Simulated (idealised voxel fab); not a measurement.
process module | voxel gate over fins
cross-section cut | 270 nm wide | cells 5 nm
A cross-section is a grid of square cells, given in bands from the top down. A band is one or more rows of cells.
Each band's line starts with the height of the band's top and of its bottom, in nm. Then come its materials from left to right, each with its width in nm. One material with "throughout" fills the band from edge to edge. "air" is empty space.
Height 0 is the level under which the wafer as received is all one material. The lowest band goes on downwards, as in "0 down".
A width such as "30 to 40" changes by the same amount from each row of cells to the next, from the band's top row to its bottom row.
"no change" after a step means that no cell of the cross-section changed.
closed voids: empty space of 8 cells or more with no open way to the top, each as width x height at its distance from the left edge, in nm
after a step's settings: what the simulator itself notes on the step
overlay nm, on a step with a mask: how far to the right of its planned place the mask lay; to the left if negative
plan
1 op RECEIVE | material Si
2 op CONFORMAL_DEP | material SiN | thk nm 10
3 op DIRECTIONAL_DEP | material aC | thk nm 15
4 op PATTERN | tone cover | mask id FINS | material resist | width nm 15 | pitch nm 45 | thk nm 30 | overlay nm 0
5 op DIRECTIONAL_ETCH | etch materials aC | depth nm 15
6 op STRIP | etch materials resist
7 op DIRECTIONAL_ETCH | etch materials SiN | depth nm 10
8 op DIRECTIONAL_ETCH | etch materials Si | depth nm 30
9 op STRIP | etch materials aC
10 op FILL_DEP | material SiO2 | thk nm 10
11 op CMP | height nm 10
12 op SELECTIVE_ETCH | etch materials SiO2 | depth nm 25
13 op STRIP | etch materials SiN
14 op CONFORMAL_DEP | material HfO2 | thk nm 5
15 op CONFORMAL_DEP | material TiN | thk nm 5
16 op FILL_DEP | material W | thk nm 10
17 op CMP | height nm 15
18 op CONFORMAL_DEP | material SiCN | thk nm 10
first wafer, as planned
as received, after step 1
  0 down: Si throughout
  closed voids: none
after step 2
  10 to 0: SiN throughout
  below 0: unchanged
after step 3
  25 to 10: aC throughout
  below 10: unchanged
after step 4
  55 to 25: air 60 | resist 15 | air 30 | resist 15 | air 30 | resist 15 | air 30 | resist 15 | air 60
  below 25: unchanged
after step 5
  40 to 25: air 60 | resist 15 | air 30 | resist 15 | air 30 | resist 15 | air 30 | resist 15 | air 60
  25 to 10: air 60 | aC 15 | air 30 | aC 15 | air 30 | aC 15 | air 30 | aC 15 | air 60
  below 10: unchanged
after step 6
  25 to 10: air 60 | aC 15 | air 30 | aC 15 | air 30 | aC 15 | air 30 | aC 15 | air 60
  below 10: unchanged
after step 7
  25 to 10: air 60 | aC 15 | air 30 | aC 15 | air 30 | aC 15 | air 30 | aC 15 | air 60
  10 to 0: air 60 | SiN 15 | air 30 | SiN 15 | air 30 | SiN 15 | air 30 | SiN 15 | air 60
  below 0: unchanged
after step 8
  25 to 10: air 60 | aC 15 | air 30 | aC 15 | air 30 | aC 15 | air 30 | aC 15 | air 60
  10 to 0: air 60 | SiN 15 | air 30 | SiN 15 | air 30 | SiN 15 | air 30 | SiN 15 | air 60
  0 to -30: air 60 | Si 15 | air 30 | Si 15 | air 30 | Si 15 | air 30 | Si 15 | air 60
  below -30: unchanged
after step 9
  10 to 0: air 60 | SiN 15 | air 30 | SiN 15 | air 30 | SiN 15 | air 30 | SiN 15 | air 60
  below 0: unchanged
after step 10
  20 to 10: SiO2 throughout
  10 to 0: SiO2 60 | SiN 15 | SiO2 30 | SiN 15 | SiO2 30 | SiN 15 | SiO2 30 | SiN 15 | SiO2 60
  0 to -30: SiO2 60 | Si 15 | SiO2 30 | Si 15 | SiO2 30 | Si 15 | SiO2 30 | Si 15 | SiO2 60
  below -30: unchanged
after step 11
  10 to 0: SiO2 60 | SiN 15 | SiO2 30 | SiN 15 | SiO2 30 | SiN 15 | SiO2 30 | SiN 15 | SiO2 60
  below 0: unchanged
after step 12
  10 to 0: air 60 | SiN 15 | air 30 | SiN 15 | air 30 | SiN 15 | air 30 | SiN 15 | air 60
  0 to -15: air 60 | Si 15 | air 30 | Si 15 | air 30 | Si 15 | air 30 | Si 15 | air 60
  below -15: unchanged
after step 13
  0 to -15: air 60 | Si 15 | air 30 | Si 15 | air 30 | Si 15 | air 30 | Si 15 | air 60
  below -15: unchanged
after step 14
  5 to 0: air 55 | HfO2 25 | air 20 | HfO2 25 | air 20 | HfO2 25 | air 20 | HfO2 25 | air 55
  0 to -10: air 55 | HfO2 5 | Si 15 | HfO2 5 | air 20 | HfO2 5 | Si 15 | HfO2 5 | air 20 | HfO2 5 | Si 15 | HfO2 5 | air 20 | HfO2 5 | Si 15 | HfO2 5 | air 55
  -10 to -15: HfO2 60 | Si 15 | HfO2 30 | Si 15 | HfO2 30 | Si 15 | HfO2 30 | Si 15 | HfO2 60
  below -15: unchanged
after step 15
  10 to 5: air 50 | TiN 35 | air 10 | TiN 35 | air 10 | TiN 35 | air 10 | TiN 35 | air 50
  5 to 0: air 50 | TiN 5 | HfO2 25 | TiN 5 | air 10 | TiN 5 | HfO2 25 | TiN 5 | air 10 | TiN 5 | HfO2 25 | TiN 5 | air 10 | TiN 5 | HfO2 25 | TiN 5 | air 50
  0 to -5: air 50 | TiN 5 | HfO2 5 | Si 15 | HfO2 5 | TiN 5 | air 10 | TiN 5 | HfO2 5 | Si 15 | HfO2 5 | TiN 5 | air 10 | TiN 5 | HfO2 5 | Si 15 | HfO2 5 | TiN 5 | air 10 | TiN 5 | HfO2 5 | Si 15 | HfO2 5 | TiN 5 | air 50
  -5 to -10: TiN 55 | HfO2 5 | Si 15 | HfO2 5 | TiN 20 | HfO2 5 | Si 15 | HfO2 5 | TiN 20 | HfO2 5 | Si 15 | HfO2 5 | TiN 20 | HfO2 5 | Si 15 | HfO2 5 | TiN 55
  below -10: unchanged
after step 16
  20 to 10: W throughout
  10 to 5: W 50 | TiN 35 | W 10 | TiN 35 | W 10 | TiN 35 | W 10 | TiN 35 | W 50
  5 to 0: W 50 | TiN 5 | HfO2 25 | TiN 5 | W 10 | TiN 5 | HfO2 25 | TiN 5 | W 10 | TiN 5 | HfO2 25 | TiN 5 | W 10 | TiN 5 | HfO2 25 | TiN 5 | W 50
  0 to -5: W 50 | TiN 5 | HfO2 5 | Si 15 | HfO2 5 | TiN 5 | W 10 | TiN 5 | HfO2 5 | Si 15 | HfO2 5 | TiN 5 | W 10 | TiN 5 | HfO2 5 | Si 15 | HfO2 5 | TiN 5 | W 10 | TiN 5 | HfO2 5 | Si 15 | HfO2 5 | TiN 5 | W 50
  below -5: unchanged
after step 17
  15 to 10: W throughout
  below 10: unchanged
after step 18
  25 to 15: SiCN throughout
  below 15: unchanged
second wafer: like start, like plan, one mistake. Through step 3 it matches the first wafer
when step 4 should have ended
  55 to 25: air 70 | resist 15 | air 30 | resist 15 | air 30 | resist 15 | air 30 | resist 15 | air 50
  below 25: unchanged
when step 5 should have ended
  40 to 25: air 70 | resist 15 | air 30 | resist 15 | air 30 | resist 15 | air 30 | resist 15 | air 50
  25 to 10: air 70 | aC 15 | air 30 | aC 15 | air 30 | aC 15 | air 30 | aC 15 | air 50
  below 10: unchanged
when step 6 should have ended
  25 to 10: air 70 | aC 15 | air 30 | aC 15 | air 30 | aC 15 | air 30 | aC 15 | air 50
  below 10: unchanged
when step 7 should have ended
  25 to 10: air 70 | aC 15 | air 30 | aC 15 | air 30 | aC 15 | air 30 | aC 15 | air 50
  10 to 0: air 70 | SiN 15 | air 30 | SiN 15 | air 30 | SiN 15 | air 30 | SiN 15 | air 50
  below 0: unchanged
when step 8 should have ended
  25 to 10: air 70 | aC 15 | air 30 | aC 15 | air 30 | aC 15 | air 30 | aC 15 | air 50
  10 to 0: air 70 | SiN 15 | air 30 | SiN 15 | air 30 | SiN 15 | air 30 | SiN 15 | air 50
  0 to -30: air 70 | Si 15 | air 30 | Si 15 | air 30 | Si 15 | air 30 | Si 15 | air 50
  below -30: unchanged
when step 9 should have ended
  10 to 0: air 70 | SiN 15 | air 30 | SiN 15 | air 30 | SiN 15 | air 30 | SiN 15 | air 50
  below 0: unchanged
when step 10 should have ended
  20 to 10: SiO2 throughout
  10 to 0: SiO2 70 | SiN 15 | SiO2 30 | SiN 15 | SiO2 30 | SiN 15 | SiO2 30 | SiN 15 | SiO2 50
  0 to -30: SiO2 70 | Si 15 | SiO2 30 | Si 15 | SiO2 30 | Si 15 | SiO2 30 | Si 15 | SiO2 50
  below -30: unchanged
when step 11 should have ended
  10 to 0: SiO2 70 | SiN 15 | SiO2 30 | SiN 15 | SiO2 30 | SiN 15 | SiO2 30 | SiN 15 | SiO2 50
  below 0: unchanged
when step 12 should have ended
  10 to 0: air 70 | SiN 15 | air 30 | SiN 15 | air 30 | SiN 15 | air 30 | SiN 15 | air 50
  0 to -15: air 70 | Si 15 | air 30 | Si 15 | air 30 | Si 15 | air 30 | Si 15 | air 50
  below -15: unchanged
when step 13 should have ended
  0 to -15: air 70 | Si 15 | air 30 | Si 15 | air 30 | Si 15 | air 30 | Si 15 | air 50
  below -15: unchanged
when step 14 should have ended
  5 to 0: air 65 | HfO2 25 | air 20 | HfO2 25 | air 20 | HfO2 25 | air 20 | HfO2 25 | air 45
  0 to -10: air 65 | HfO2 5 | Si 15 | HfO2 5 | air 20 | HfO2 5 | Si 15 | HfO2 5 | air 20 | HfO2 5 | Si 15 | HfO2 5 | air 20 | HfO2 5 | Si 15 | HfO2 5 | air 45
  -10 to -15: HfO2 70 | Si 15 | HfO2 30 | Si 15 | HfO2 30 | Si 15 | HfO2 30 | Si 15 | HfO2 50
  below -15: unchanged
when step 15 should have ended
  10 to 5: air 60 | TiN 35 | air 10 | TiN 35 | air 10 | TiN 35 | air 10 | TiN 35 | air 40
  5 to 0: air 60 | TiN 5 | HfO2 25 | TiN 5 | air 10 | TiN 5 | HfO2 25 | TiN 5 | air 10 | TiN 5 | HfO2 25 | TiN 5 | air 10 | TiN 5 | HfO2 25 | TiN 5 | air 40
  0 to -5: air 60 | TiN 5 | HfO2 5 | Si 15 | HfO2 5 | TiN 5 | air 10 | TiN 5 | HfO2 5 | Si 15 | HfO2 5 | TiN 5 | air 10 | TiN 5 | HfO2 5 | Si 15 | HfO2 5 | TiN 5 | air 10 | TiN 5 | HfO2 5 | Si 15 | HfO2 5 | TiN 5 | air 40
  -5 to -10: TiN 65 | HfO2 5 | Si 15 | HfO2 5 | TiN 20 | HfO2 5 | Si 15 | HfO2 5 | TiN 20 | HfO2 5 | Si 15 | HfO2 5 | TiN 20 | HfO2 5 | Si 15 | HfO2 5 | TiN 45
  below -10: unchanged
when step 16 should have ended
  20 to 10: W throughout
  10 to 5: W 60 | TiN 35 | W 10 | TiN 35 | W 10 | TiN 35 | W 10 | TiN 35 | W 40
  5 to 0: W 60 | TiN 5 | HfO2 25 | TiN 5 | W 10 | TiN 5 | HfO2 25 | TiN 5 | W 10 | TiN 5 | HfO2 25 | TiN 5 | W 10 | TiN 5 | HfO2 25 | TiN 5 | W 40
  0 to -5: W 60 | TiN 5 | HfO2 5 | Si 15 | HfO2 5 | TiN 5 | W 10 | TiN 5 | HfO2 5 | Si 15 | HfO2 5 | TiN 5 | W 10 | TiN 5 | HfO2 5 | Si 15 | HfO2 5 | TiN 5 | W 10 | TiN 5 | HfO2 5 | Si 15 | HfO2 5 | TiN 5 | W 40
  below -5: unchanged
when step 17 should have ended
  15 to 10: W throughout
  below 10: unchanged
when step 18 should have ended
  25 to 15: SiCN throughout
  below 15: unchanged
what went wrong: step 4 ran as: op PATTERN | tone cover | mask id FINS | material resist | width nm 15 | pitch nm 45 | thk nm 30 | overlay nm 10
at the end the second wafer has, in cells: as many of each material as the first, in other places
